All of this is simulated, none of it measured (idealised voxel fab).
The process module that follows is named voxel double patterning.
Xsec cut, 215 nm wide, square cell size 5 nm.
In what follows, cross-sections appear as grids of square cells, described through bands that run from the top down, where every band is one or more rows of cells. The entry gives the band's vertical extent as a top height and a bottom height in nm, then its horizontal make-up as materials from left to right, each with a width in nm. "air" stands for empty space; a single material marked "throughout" fills the band edge to edge. It should be noted that heights are counted from 0, beneath which the wafer as supplied is of one material throughout, and that the lowest band possesses no lower boundary but continues downward, as written in "0 nm and below". It should be noted that a width expressed as "30..40" varies in equal increments from row to row of cells within the band, taking the value of the first number at the top row and that of the second number at the bottom row. "no modification" means the step left every cell of the cross-section as it was. "Enclosed cavity list" specifies each empty space that is not open to the top and that occupies no fewer than 8 cells, using the form width x height at distance, the distance measured from the left edge and all three quantities in nm. after a step's settings: what the simulator itself notes on the step. Among the settings permitted on a step's line is "overlay nm"; applied to a step with a mask, it specifies the extent to which the mask lay to the right of its planned position, whereas a negative figure signifies a position to the left.

-- Listed below are the process steps as planned
- 1: RECEIVE | material Si
- 2: CONFORMAL_DEP | material SiO2 | thk nm 10
- 3: DIRECTIONAL_DEP | material polySi | thk nm 10
- 4: DIRECTIONAL_DEP | material SiCN | thk nm 10
- 5: PATTERN | tone open | mask id FIRST | material resist | width nm 15 | pitch nm 50 | thk nm 15 | overlay nm 0
- 6: DIRECTIONAL_ETCH | etch materials SiCN | depth nm 10
- 7: STRIP | etch materials resist
- 8: DIRECTIONAL_DEP | material aC | thk nm 10
- 9: PATTERN | tone open | mask id SECOND | material resist | width nm 15 | pitch nm 50 | thk nm 30 | overlay nm 0
- 10: DIRECTIONAL_ETCH | etch materials aC | depth nm 10
- 11: STRIP | etch materials resist
- 12: DIRECTIONAL_ETCH | etch materials SiCN | depth nm 10
- 13: STRIP | etch materials aC
- 14: DIRECTIONAL_ETCH | etch materials polySi | depth nm 10
- 15: STRIP | etch materials SiCN

-- First wafer, two in total, run as planned

-- As received (post step 1): cross-section
> 0 nm and below: Si throughout
> Enclosed cavity list: none

-- Once step 2 is through, the wafer looks like this in cross-section
> 10 nm to 0 nm: SiO2 throughout
> Below 0, no change.

-- Once step 3 is through, the wafer looks like this in cross-section
> 20 nm to 10 nm: polySi throughout
> Below 10, no change.

-- Once step 4 is through, the wafer looks like this in cross-section
> 30 nm to 20 nm: SiCN throughout
> Below 20, no change.

-- Once step 5 is through, the wafer looks like this in cross-section
> 45 nm to 30 nm: resist: 50 / air: 15 / resist: 35 / air: 15 / resist: 35 / air: 15 / resist: 50
> Below 30, no change.

-- Once step 6 is through, the wafer looks like this in cross-section
> 45 nm to 30 nm: resist: 50 / air: 15 / resist: 35 / air: 15 / resist: 35 / air: 15 / resist: 50
> 30 nm to 20 nm: SiCN: 50 / air: 15 / SiCN: 35 / air: 15 / SiCN: 35 / air: 15 / SiCN: 50
> Below 20, no change.

-- Once step 7 is through, the wafer looks like this in cross-section
> 30 nm to 20 nm: SiCN: 50 / air: 15 / SiCN: 35 / air: 15 / SiCN: 35 / air: 15 / SiCN: 50
> Below 20, no change.

-- Once step 8 is through, the wafer looks like this in cross-section
> 40 nm to 30 nm: aC: 50 / air: 15 / aC: 35 / air: 15 / aC: 35 / air: 15 / aC: 50
> 30 nm to 20 nm: SiCN: 50 / aC: 15 / SiCN: 35 / aC: 15 / SiCN: 35 / aC: 15 / SiCN: 50
> Below 20, no change.

-- Once step 9 is through, the wafer looks like this in cross-section
> 70 nm to 40 nm: resist: 75 / air: 15 / resist: 35 / air: 15 / resist: 75
> 40 nm to 30 nm: aC: 50 / resist: 15 / aC: 35 / resist: 15 / aC: 35 / resist: 15 / aC: 50
> Below 30, no change.

-- Once step 10 is through, the wafer looks like this in cross-section
> 60 nm to 40 nm: resist: 75 / air: 15 / resist: 35 / air: 15 / resist: 75
> 40 nm to 30 nm: aC: 50 / resist: 15 / aC: 10 / air: 15 / aC: 10 / resist: 15 / aC: 10 / air: 15 / aC: 10 / resist: 15 / aC: 50
> Below 30, no change.

-- Once step 11 is through, the wafer looks like this in cross-section
> 40 nm to 30 nm: aC: 50 / air: 15 / aC: 10 / air: 15 / aC: 10 / air: 15 / aC: 10 / air: 15 / aC: 10 / air: 15 / aC: 50
> Below 30, no change.

-- Once step 12 is through, the wafer looks like this in cross-section
> 40 nm to 30 nm: aC: 50 / air: 15 / aC: 10 / air: 15 / aC: 10 / air: 15 / aC: 10 / air: 15 / aC: 10 / air: 15 / aC: 50
> 30 nm to 20 nm: SiCN: 50 / aC: 15 / SiCN: 10 / air: 15 / SiCN: 10 / aC: 15 / SiCN: 10 / air: 15 / SiCN: 10 / aC: 15 / SiCN: 50
> Below 20, no change.

-- Once step 13 is through, the wafer looks like this in cross-section
> 30 nm to 20 nm: SiCN: 50 / air: 15 / SiCN: 10 / air: 15 / SiCN: 10 / air: 15 / SiCN: 10 / air: 15 / SiCN: 10 / air: 15 / SiCN: 50
> Below 20, no change.

-- Once step 14 is through, the wafer looks like this in cross-section
> 30 nm to 20 nm: SiCN: 50 / air: 15 / SiCN: 10 / air: 15 / SiCN: 10 / air: 15 / SiCN: 10 / air: 15 / SiCN: 10 / air: 15 / SiCN: 50
> 20 nm to 10 nm: polySi: 50 / air: 15 / polySi: 10 / air: 15 / polySi: 10 / air: 15 / polySi: 10 / air: 15 / polySi: 10 / air: 15 / polySi: 50
> Below 10, no change.

-- Once step 15 is through, the wafer looks like this in cross-section
> 20 nm to 10 nm: polySi: 50 / air: 15 / polySi: 10 / air: 15 / polySi: 10 / air: 15 / polySi: 10 / air: 15 / polySi: 10 / air: 15 / polySi: 50
> Below 10, no change.

-- Wafer two of the pair: same origin, same plan, one error during the run; identical to wafer one up to and including step 12

-- Look at the second wafer in cross-section at the time step 13 ought to have finished
> 30 nm to 20 nm: SiCN: 50 / air: 15 / SiCN: 10 / air: 15 / SiCN: 10 / air: 15 / SiCN: 10 / air: 15 / SiCN: 10 / air: 15 / SiCN: 50
> Below 20, no change.

-- Look at the second wafer in cross-section at the time step 14 ought to have finished
> 30 nm to 20 nm: SiCN: 50 / air: 15 / SiCN: 10 / air: 15 / SiCN: 10 / air: 15 / SiCN: 10 / air: 15 / SiCN: 10 / air: 15 / SiCN: 50
> 20 nm to 10 nm: polySi: 50 / air: 15 / polySi: 10 / air: 15 / polySi: 10 / air: 15 / polySi: 10 / air: 15 / polySi: 10 / air: 15 / polySi: 50
> Below 10, no change.

-- Look at the second wafer in cross-section at the time step 15 ought to have finished
> 20 nm to 10 nm: polySi: 50 / air: 15 / polySi: 10 / air: 15 / polySi: 10 / air: 15 / polySi: 10 / air: 15 / polySi: 10 / air: 15 / polySi: 50
> Below 10, no change.
Which mistake was made when the wafer was run? step 13 of the plan was executed twice over
Outcome: the two wafer cross-sections end up identical, and the model's computation is unaffected by the mistake.
